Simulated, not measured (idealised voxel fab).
Presented below is a process module, voxel ribs on slabs.
For reference, the cross-section in this document is cut, with width 160 nm and square cells of 5 nm.
The cross-sections in this document take the form of a grid made of square cells. They are written out as bands, in order from top to bottom. Each band consists of one or more rows of cells.
Per band: top height and bottom height in nm, followed by the left-to-right materials and their widths in nm; "all across" marks a single material spanning edge to edge, "empty" marks empty space.
Heights are measured from 0, the level below which the as-received wafer is all one material; the lowest band has no bottom and continues downward, written as in "0 nm and below".
The two numbers in a width such as "30..40" mark its ends across the band: the first belongs to the top row of cells, the second to the bottom row, and from each row to the next the width moves by the same amount.
"no modification" for a step: no cell of the cross-section changed in that step.
Trapped voids: empty space of 8 cells or more with no open way to the top, each as width x height at its distance from the left edge, in nm
after a step's settings: what the simulator itself notes on the step
Among the settings permitted on a step's line is "overlay nm"; applied to a step with a mask, it specifies the extent to which the mask lay to the right of its planned position, whereas a negative figure signifies a position to the left.
## Intended process steps
1,RECEIVE (material Si)
2,DIRECTIONAL_DEP (material SiO2; thk nm 20)
3,DIRECTIONAL_DEP (material polySi; thk nm 15)
4,PATTERN (tone cover; mask id RIB; material resist; width nm 20; thk nm 15; overlay nm 0)
5,DIRECTIONAL_ETCH (etch materials polySi; depth nm 5)
6,STRIP (etch materials resist)
7,PATTERN (tone cover; mask id SLAB; material resist; width nm 60; thk nm 20; overlay nm 0)
8,DIRECTIONAL_ETCH (etch materials polySi; depth nm 10)
9,STRIP (etch materials resist)
10,FILL_DEP (material SiO2; thk nm 25)
11,CMP (height nm 50)
12,DIRECTIONAL_DEP (material TiN; thk nm 5)
13,PATTERN (tone cover; mask id HEATER; material resist; width nm 30; thk nm 15; overlay nm 0)
14,DIRECTIONAL_ETCH (etch materials TiN; depth nm 5)
15,STRIP (etch materials resist)
16,CONFORMAL_DEP (material SiO2; thk nm 10)
## Cross-section of the incoming wafer, state after step 1
> 0 nm and below  Si all across
> Trapped voids: none
## The plan above was carried out on the starting structure above with one mistake, and this cross-section shows the wafer at the end of the module
> 65 nm to 60 nm  empty 55, SiO2 50, empty 55
> 60 nm to 55 nm  SiO2 all across
> 55 nm to 50 nm  SiO2 65, TiN 30, SiO2 65
> 50 nm to 35 nm  SiO2 all across
> 35 nm to 30 nm  SiO2 75, polySi 15, SiO2 70
> 30 nm to 20 nm  SiO2 50, polySi 60, SiO2 50
> 20 nm to 0 nm  SiO2 all across
> 0 nm and below  Si all across
> Trapped voids: none
Short version of what went wrong: so step 4 ended up running with a different setting than we planned, it ran as PATTERN (tone cover; mask id RIB; material resist; width nm 15; thk nm 15; overlay nm 0)
